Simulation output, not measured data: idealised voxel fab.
The process module presented herein is designated voxel gate over fins.
Shown is cross-section cut, with a width of 270 nm and square cells of size 5 nm.
Cross-section, as written here: a square-cell grid given band by band from the top down, where a band holds one or more rows of cells. Band entry format. Leading values: height of top, height of bottom, nm. Remainder: materials in left-to-right order, each with its width in nm. Special words: "throughout" on a single material, which then fills the band edge to edge; "blank", empty space. We count height from 0. Below that, the starting wafer is all one material. The lowest band never ends at the bottom but goes on down; see "from 0 down" for how that is written. Think of "30..40" as a width that walks from the first number to the second as you go down the band, top row to bottom row, taking equal-sized steps from row to row. Step marked "nothing different"? Then no cell in the cross-section changed in it. Empty spaces counting at least 8 cells and having no open way to the top are listed in "Enclosed cavities". The notation width x height at distance is used for each, the distance being from the left edge and all three values in nm. Where a step's line continues beyond its settings, the continuation is a remark by the simulator itself on that step. A step line may carry the setting "overlay nm", which, for steps involving a mask, states the distance by which the mask lay to the right of its intended position; negative values denote displacement to the left.
-- Steps planned for the process
step 1: RECEIVE | material Si
step 2: CONFORMAL_DEP | material SiN | thk nm 5
step 3: MASKED_ETCH | tone cover | mask id FINS | width nm 15 | pitch nm 55 | etch materials SiN | depth nm 5 | overlay nm 0
step 4: MASKED_ETCH | tone cover | mask id FINS | width nm 15 | pitch nm 55 | etch materials Si | depth nm 35 | overlay nm 0
step 5: OXIDIZE | depth nm 5
step 6: FILL_DEP | material SiO2 | thk nm 15
step 7: CMP | height nm 5
step 8: PATTERN | tone open | mask id RAIL | material resist | width nm 15 | thk nm 20 | overlay nm 0
step 9: DIRECTIONAL_ETCH | etch materials SiO2 | depth nm 35
step 10: STRIP | etch materials resist
step 11: CONFORMAL_DEP | material TiN | thk nm 5
step 12: FILL_DEP | material Ru | thk nm 5
step 13: CMP | height nm 5
step 14: SELECTIVE_ETCH | etch materials W Ru TiN | depth nm 20
step 15: FILL_DEP | material SiO2 | thk nm 5
step 16: CMP | height nm 5
step 17: SELECTIVE_ETCH | etch materials SiO2 | depth nm 15
step 18: STRIP | etch materials SiN
step 19: CONFORMAL_DEP | material HfO2 | thk nm 5
step 20: CONFORMAL_DEP | material TiN | thk nm 5
step 21: FILL_DEP | material W | thk nm 15
step 22: CMP | height nm 20
step 23: CONFORMAL_DEP | material SiCN | thk nm 5
-- First of two wafers - as planned
-- Cross-section: wafer on arrival = after step 1
- from 0 down | Si throughout
- Enclosed cavities: none
-- Wafer section view after processing step 2
- from 5 to 0 | SiN throughout
- Nothing below the height 0 has changed.
-- Wafer section view after processing step 3
- from 5 to 0 | blank=45  SiN=15  blank=40  SiN=15  blank=40  SiN=15  blank=40  SiN=15  blank=45
- Nothing below the height 0 has changed.
-- Wafer section view after processing step 4
- from 5 to 0 | blank=45  SiN=15  blank=40  SiN=15  blank=40  SiN=15  blank=40  SiN=15  blank=45
- from 0 to -35 | blank=45  Si=15  blank=40  Si=15  blank=40  Si=15  blank=40  Si=15  blank=45
- Nothing below the height -35 has changed.
-- Wafer section view after processing step 5
- from 5 to 0 | blank=45  SiN=15  blank=40  SiN=15  blank=40  SiN=15  blank=40  SiN=15  blank=45
- from 0 to -35 | blank=45  SiO2=5  Si=5  SiO2=5  blank=40  SiO2=5  Si=5  SiO2=5  blank=40  SiO2=5  Si=5  SiO2=5  blank=40  SiO2=5  Si=5  SiO2=5  blank=45
- from -35 to -40 | SiO2=50  Si=5  SiO2=50  Si=5  SiO2=50  Si=5  SiO2=50  Si=5  SiO2=50
- Nothing below the height -40 has changed.
-- Wafer section view after processing step 6
- from 20 to 5 | SiO2 throughout
- from 5 to 0 | SiO2=45  SiN=15  SiO2=40  SiN=15  SiO2=40  SiN=15  SiO2=40  SiN=15  SiO2=45
- from 0 to -40 | SiO2=50  Si=5  SiO2=50  Si=5  SiO2=50  Si=5  SiO2=50  Si=5  SiO2=50
- Nothing below the height -40 has changed.
-- Wafer section view after processing step 7
- from 5 to 0 | SiO2=45  SiN=15  SiO2=40  SiN=15  SiO2=40  SiN=15  SiO2=40  SiN=15  SiO2=45
- Nothing below the height 0 has changed.
-- Wafer section view after processing step 8
- from 25 to 5 | resist=70  blank=15  resist=185
- Nothing below the height 5 has changed.
-- Wafer section view after processing step 9
- from 25 to 5 | resist=70  blank=15  resist=185
- from 5 to 0 | SiO2=45  SiN=15  SiO2=10  blank=15  SiO2=15  SiN=15  SiO2=40  SiN=15  SiO2=40  SiN=15  SiO2=45
- from 0 to -30 | SiO2=50  Si=5  SiO2=15  blank=15  SiO2=20  Si=5  SiO2=50  Si=5  SiO2=50  Si=5  SiO2=50
- Nothing below the height -30 has changed.
-- Wafer section view after processing step 10
- from 5 to 0 | SiO2=45  SiN=15  SiO2=10  blank=15  SiO2=15  SiN=15  SiO2=40  SiN=15  SiO2=40  SiN=15  SiO2=45
- Nothing below the height 0 has changed.
-- Wafer section view after processing step 11
- from 10 to 5 | TiN=75  blank=5  TiN=190
- from 5 to 0 | SiO2=45  SiN=15  SiO2=10  TiN=5  blank=5  TiN=5  SiO2=15  SiN=15  SiO2=40  SiN=15  SiO2=40  SiN=15  SiO2=45
- from 0 to -25 | SiO2=50  Si=5  SiO2=15  TiN=5  blank=5  TiN=5  SiO2=20  Si=5  SiO2=50  Si=5  SiO2=50  Si=5  SiO2=50
- from -25 to -30 | SiO2=50  Si=5  SiO2=15  TiN=15  SiO2=20  Si=5  SiO2=50  Si=5  SiO2=50  Si=5  SiO2=50
- Nothing below the height -30 has changed.
-- Wafer section view after processing step 12
- from 15 to 10 | Ru throughout
- from 10 to 5 | TiN=75  Ru=5  TiN=190
- from 5 to 0 | SiO2=45  SiN=15  SiO2=10  TiN=5  Ru=5  TiN=5  SiO2=15  SiN=15  SiO2=40  SiN=15  SiO2=40  SiN=15  SiO2=45
- from 0 to -25 | SiO2=50  Si=5  SiO2=15  TiN=5  Ru=5  TiN=5  SiO2=20  Si=5  SiO2=50  Si=5  SiO2=50  Si=5  SiO2=50
- Nothing below the height -25 has changed.
-- Wafer section view after processing step 13
- from 5 to 0 | SiO2=45  SiN=15  SiO2=10  TiN=5  Ru=5  TiN=5  SiO2=15  SiN=15  SiO2=40  SiN=15  SiO2=40  SiN=15  SiO2=45
- Nothing below the height 0 has changed.
-- Wafer section view after processing step 14
- from 5 to 0 | SiO2=45  SiN=15  SiO2=10  blank=15  SiO2=15  SiN=15  SiO2=40  SiN=15  SiO2=40  SiN=15  SiO2=45
- from 0 to -15 | SiO2=50  Si=5  SiO2=15  blank=15  SiO2=20  Si=5  SiO2=50  Si=5  SiO2=50  Si=5  SiO2=50
- Nothing below the height -15 has changed.
-- Wafer section view after processing step 15
- from 10 to 5 | SiO2 throughout
- from 5 to 0 | SiO2=45  SiN=15  SiO2=40  SiN=15  SiO2=40  SiN=15  SiO2=40  SiN=15  SiO2=45
- from 0 to -15 | SiO2=50  Si=5  SiO2=50  Si=5  SiO2=50  Si=5  SiO2=50  Si=5  SiO2=50
- Nothing below the height -15 has changed.
-- Wafer section view after processing step 16
- from 5 to 0 | SiO2=45  SiN=15  SiO2=40  SiN=15  SiO2=40  SiN=15  SiO2=40  SiN=15  SiO2=45
- Nothing below the height 0 has changed.
-- Wafer section view after processing step 17
- from 5 to 0 | blank=45  SiN=15  blank=40  SiN=15  blank=40  SiN=15  blank=40  SiN=15  blank=45
- from 0 to -10 | blank=50  Si=5  blank=50  Si=5  blank=50  Si=5  blank=50  Si=5  blank=50
- Nothing below the height -10 has changed.
-- Wafer section view after processing step 18
- from 0 to -10 | blank=50  Si=5  blank=50  Si=5  blank=50  Si=5  blank=50  Si=5  blank=50
- Nothing below the height -10 has changed.
-- Wafer section view after processing step 19
- from 5 to 0 | blank=45  HfO2=15  blank=40  HfO2=15  blank=40  HfO2=15  blank=40  HfO2=15  blank=45
- from 0 to -5 | blank=45  HfO2=5  Si=5  HfO2=5  blank=40  HfO2=5  Si=5  HfO2=5  blank=40  HfO2=5  Si=5  HfO2=5  blank=40  HfO2=5  Si=5  HfO2=5  blank=45
- from -5 to -10 | HfO2=50  Si=5  HfO2=50  Si=5  HfO2=50  Si=5  HfO2=50  Si=5  HfO2=50
- Nothing below the height -10 has changed.
-- Wafer section view after processing step 20
- from 10 to 5 | blank=40  TiN=25  blank=30  TiN=25  blank=30  TiN=25  blank=30  TiN=25  blank=40
- from 5 to 0 | blank=40  TiN=5  HfO2=15  TiN=5  blank=30  TiN=5  HfO2=15  TiN=5  blank=30  TiN=5  HfO2=15  TiN=5  blank=30  TiN=5  HfO2=15  TiN=5  blank=40
- from 0 to -5 | TiN=45  HfO2=5  Si=5  HfO2=5  TiN=40  HfO2=5  Si=5  HfO2=5  TiN=40  HfO2=5  Si=5  HfO2=5  TiN=40  HfO2=5  Si=5  HfO2=5  TiN=45
- Nothing below the height -5 has changed.
-- Wafer section view after processing step 21
- from 25 to 10 | W throughout
- from 10 to 5 | W=40  TiN=25  W=30  TiN=25  W=30  TiN=25  W=30  TiN=25  W=40
- from 5 to 0 | W=40  TiN=5  HfO2=15  TiN=5  W=30  TiN=5  HfO2=15  TiN=5  W=30  TiN=5  HfO2=15  TiN=5  W=30  TiN=5  HfO2=15  TiN=5  W=40
- Nothing below the height 0 has changed.
-- Wafer section view after processing step 22
- from 20 to 10 | W throughout
- Nothing below the height 10 has changed.
-- Wafer section view after processing step 23
- from 25 to 20 | SiCN throughout
- Nothing below the height 20 has changed.
-- second wafer: like start, like plan, one mistake. Through step 5 it matches the first wafer
-- The second wafer cut through, at the time step 6 was supposed to be finished
- from 20 to 5 | HfO2 throughout
- from 5 to 0 | HfO2=45  SiN=15  HfO2=40  SiN=15  HfO2=40  SiN=15  HfO2=40  SiN=15  HfO2=45
- from 0 to -35 | HfO2=45  SiO2=5  Si=5  SiO2=5  HfO2=40  SiO2=5  Si=5  SiO2=5  HfO2=40  SiO2=5  Si=5  SiO2=5  HfO2=40  SiO2=5  Si=5  SiO2=5  HfO2=45
- Nothing below the height -35 has changed.
-- The second wafer cut through, at the time step 7 was supposed to be finished
- from 5 to 0 | HfO2=45  SiN=15  HfO2=40  SiN=15  HfO2=40  SiN=15  HfO2=40  SiN=15  HfO2=45
- Nothing below the height 0 has changed.
-- The second wafer cut through, at the time step 8 was supposed to be finished
- from 25 to 5 | resist=70  blank=15  resist=185
- Nothing below the height 5 has changed.
The second wafer cut through, at the time step 9 was supposed to be finished: nothing different
-- The second wafer cut through, at the time step 10 was supposed to be finished
- from 5 to 0 | HfO2=45  SiN=15  HfO2=40  SiN=15  HfO2=40  SiN=15  HfO2=40  SiN=15  HfO2=45
- Nothing below the height 0 has changed.
-- The second wafer cut through, at the time step 11 was supposed to be finished
- from 10 to 5 | TiN throughout
- Nothing below the height 5 has changed.
-- The second wafer cut through, at the time step 12 was supposed to be finished
- from 15 to 10 | Ru throughout
- Nothing below the height 10 has changed.
-- The second wafer cut through, at the time step 13 was supposed to be finished
- from 5 to 0 | HfO2=45  SiN=15  HfO2=40  SiN=15  HfO2=40  SiN=15  HfO2=40  SiN=15  HfO2=45
- Nothing below the height 0 has changed.
The second wafer cut through, at the time step 14 was supposed to be finished: nothing different
-- The second wafer cut through, at the time step 15 was supposed to be finished
- from 10 to 5 | SiO2 throughout
- Nothing below the height 5 has changed.
-- The second wafer cut through, at the time step 16 was supposed to be finished
- from 5 to 0 | HfO2=45  SiN=15  HfO2=40  SiN=15  HfO2=40  SiN=15  HfO2=40  SiN=15  HfO2=45
- Nothing below the height 0 has changed.
The second wafer cut through, at the time step 17 was supposed to be finished: nothing different
-- The second wafer cut through, at the time step 18 was supposed to be finished
- from 5 to 0 | HfO2=45  blank=15  HfO2=40  blank=15  HfO2=40  blank=15  HfO2=40  blank=15  HfO2=45
- Nothing below the height 0 has changed.
-- The second wafer cut through, at the time step 19 was supposed to be finished
- from 10 to 5 | HfO2=50  blank=5  HfO2=50  blank=5  HfO2=50  blank=5  HfO2=50  blank=5  HfO2=50
- from 5 to 0 | HfO2 throughout
- Nothing below the height 0 has changed.
-- The second wafer cut through, at the time step 20 was supposed to be finished
- from 15 to 10 | TiN throughout
- from 10 to 5 | HfO2=50  TiN=5  HfO2=50  TiN=5  HfO2=50  TiN=5  HfO2=50  TiN=5  HfO2=50
- Nothing below the height 5 has changed.
-- The second wafer cut through, at the time step 21 was supposed to be finished
- from 30 to 15 | W throughout
- Nothing below the height 15 has changed.
-- The second wafer cut through, at the time step 22 was supposed to be finished
- from 20 to 15 | W throughout
- Nothing below the height 15 has changed.
-- The second wafer cut through, at the time step 23 was supposed to be finished
- from 25 to 20 | SiCN throughout
- Nothing below the height 20 has changed.
Finding, execution versus plan: for step 6, the planned setting was not used; the step was instead run as FILL_DEP | material HfO2 | thk nm 15
Counted in cells at the end, the second wafer holds more or fewer of these materials than the first: 328 more of HfO2 | 2 fewer of Ru | 185 fewer of SiO2 | 19 fewer of TiN | 122 fewer of W
